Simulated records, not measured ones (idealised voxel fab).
Process module heading - voxel wiring stack
Shown is cross-section cut, with a width of 295 nm and square cells of size 5 nm.
Notation: cross-section as square-cell grid; stated in bands, top first, going down; one or more cell rows per band. Per band: top height and bottom height in nm, followed by the left-to-right materials and their widths in nm; "all across" marks a single material spanning edge to edge, "blank" marks empty space. A quick word on heights: they are counted from 0, and under that level the wafer as it came to us is one material throughout. The lowest band is different from the rest in having no bottom; it simply continues downward, written as in "0..down". You'd read "30 to 40" like this: the band's top row of cells is as wide as the first number, its bottom row is as wide as the second, and going down, every row changes width by the same amount as the row before did. Step note "changes: none" = no cross-section cell changed. "Unvented internal voids": empty spaces of 8 cells or more with no open way to the top, each given as width x height at distance, distance from the left edge, all in nm. Step line, after settings: the simulator's comment on this step. When a step includes a mask, the "overlay nm" setting on its line states how far to the right of its planned place that mask lay, and negative values state how far to the left.
PROCESS STEPS - PLAN
1,RECEIVE (material Si)
2,CONFORMAL_DEP (material SiO2; thk nm 10)
3,DIRECTIONAL_DEP (material TiN; thk nm 5)
4,DIRECTIONAL_DEP (material Ru; thk nm 15)
5,PATTERN (tone cover; mask id METAL_1; material resist; width nm 30; pitch nm 60; thk nm 20; overlay nm 0)
6,DIRECTIONAL_ETCH (etch materials Ru; depth nm 15)
7,DIRECTIONAL_ETCH (etch materials TiN; depth nm 5)
8,STRIP (etch materials resist)
9,FILL_DEP (material SiO2; thk nm 5)
10,CMP (height nm 30)
11,CONFORMAL_DEP (material SiCN; thk nm 5)
12,DIRECTIONAL_DEP (material SiO2; thk nm 20)
13,MASKED_ETCH (tone open; mask id PLUG_1; width nm 15; pitch nm 120; etch materials SiO2; depth nm 20; overlay nm 0)
14,MASKED_ETCH (tone open; mask id PLUG_1; width nm 15; pitch nm 120; etch materials SiCN; depth nm 5; overlay nm 0)
15,EPI (material Ru; thk nm 10)
16,EPI (material Ru; thk nm 10)
17,EPI (material Ru; thk nm 5)
18,DIRECTIONAL_DEP (material TiN; thk nm 5)
19,DIRECTIONAL_DEP (material Ru; thk nm 25)
20,MASKED_ETCH (tone cover; mask id METAL_2; width nm 30; pitch nm 60; etch materials Ru; depth nm 25; overlay nm 0)
21,MASKED_ETCH (tone cover; mask id METAL_2; width nm 30; pitch nm 60; etch materials TiN; depth nm 5; overlay nm 0)
22,CONFORMAL_DEP (material SiCN; thk nm 5)
23,FILL_DEP (material SiO2; thk nm 5)
24,CMP (height nm 85)
25,CONFORMAL_DEP (material SiCN; thk nm 5)
HERE'S WHAT THE WAFER LOOKED LIKE IN CROSS-SECTION WHEN IT ARRIVED - THAT'S AFTER STEP 1
* 0..down  Si all across
* Unvented internal voids: none
CROSS-SECTION, FIRST OF TWO WAFERS, END OF MODULE, RUN AS PLANNED
* 90..85  SiCN all across
* 85..60  35 of SiO2 | 5 of SiCN | 30 of Ru | 5 of SiCN | 20 of SiO2 | 5 of SiCN | 30 of Ru | 5 of SiCN | 20 of SiO2 | 5 of SiCN | 30 of Ru | 5 of SiCN | 20 of SiO2 | 5 of SiCN | 30 of Ru | 5 of SiCN | 40 of SiO2
* 60..55  40 of SiCN | 30 of TiN | 30 of SiCN | 30 of TiN | 30 of SiCN | 30 of TiN | 30 of SiCN | 30 of TiN | 45 of SiCN
* 55..35  40 of SiO2 | 15 of Ru | 105 of SiO2 | 15 of Ru | 120 of SiO2
* 35..30  40 of SiCN | 15 of Ru | 105 of SiCN | 15 of Ru | 120 of SiCN
* 30..15  40 of SiO2 | 30 of Ru | 30 of SiO2 | 30 of Ru | 30 of SiO2 | 30 of Ru | 30 of SiO2 | 30 of Ru | 45 of SiO2
* 15..10  40 of SiO2 | 30 of TiN | 30 of SiO2 | 30 of TiN | 30 of SiO2 | 30 of TiN | 30 of SiO2 | 30 of TiN | 45 of SiO2
* 10..0  SiO2 all across
* 0..down  Si all across
* Unvented internal voids: none
MODULE END: CROSS-SECTION OF WAFER TWO OF TWO. SAME START AND PROCESS PLAN AS THE FIRST WAFER. ONE MISTAKE DURING EXECUTION
* 100..85  SiCN all across
* 85..60  35 of SiO2 | 5 of SiCN | 30 of Ru | 5 of SiCN | 20 of SiO2 | 5 of SiCN | 30 of Ru | 5 of SiCN | 20 of SiO2 | 5 of SiCN | 30 of Ru | 5 of SiCN | 20 of SiO2 | 5 of SiCN | 30 of Ru | 5 of SiCN | 40 of SiO2
* 60..55  40 of SiCN | 30 of TiN | 30 of SiCN | 30 of TiN | 30 of SiCN | 30 of TiN | 30 of SiCN | 30 of TiN | 45 of SiCN
* 55..35  40 of SiO2 | 15 of Ru | 105 of SiO2 | 15 of Ru | 120 of SiO2
* 35..30  40 of SiCN | 15 of Ru | 105 of SiCN | 15 of Ru | 120 of SiCN
* 30..15  40 of SiO2 | 30 of Ru | 30 of SiO2 | 30 of Ru | 30 of SiO2 | 30 of Ru | 30 of SiO2 | 30 of Ru | 45 of SiO2
* 15..10  40 of SiO2 | 30 of TiN | 30 of SiO2 | 30 of TiN | 30 of SiO2 | 30 of TiN | 30 of SiO2 | 30 of TiN | 45 of SiO2
* 10..0  SiO2 all across
* 0..down  Si all across
* Unvented internal voids: none
The plan and the run diverged here: step 25, actual vs plan mismatch, actual run CONFORMAL_DEP (material SiCN; thk nm 15)
Looking at both finished wafers in cells, the second ends up ahead of or behind the first on some materials: SiCN +118
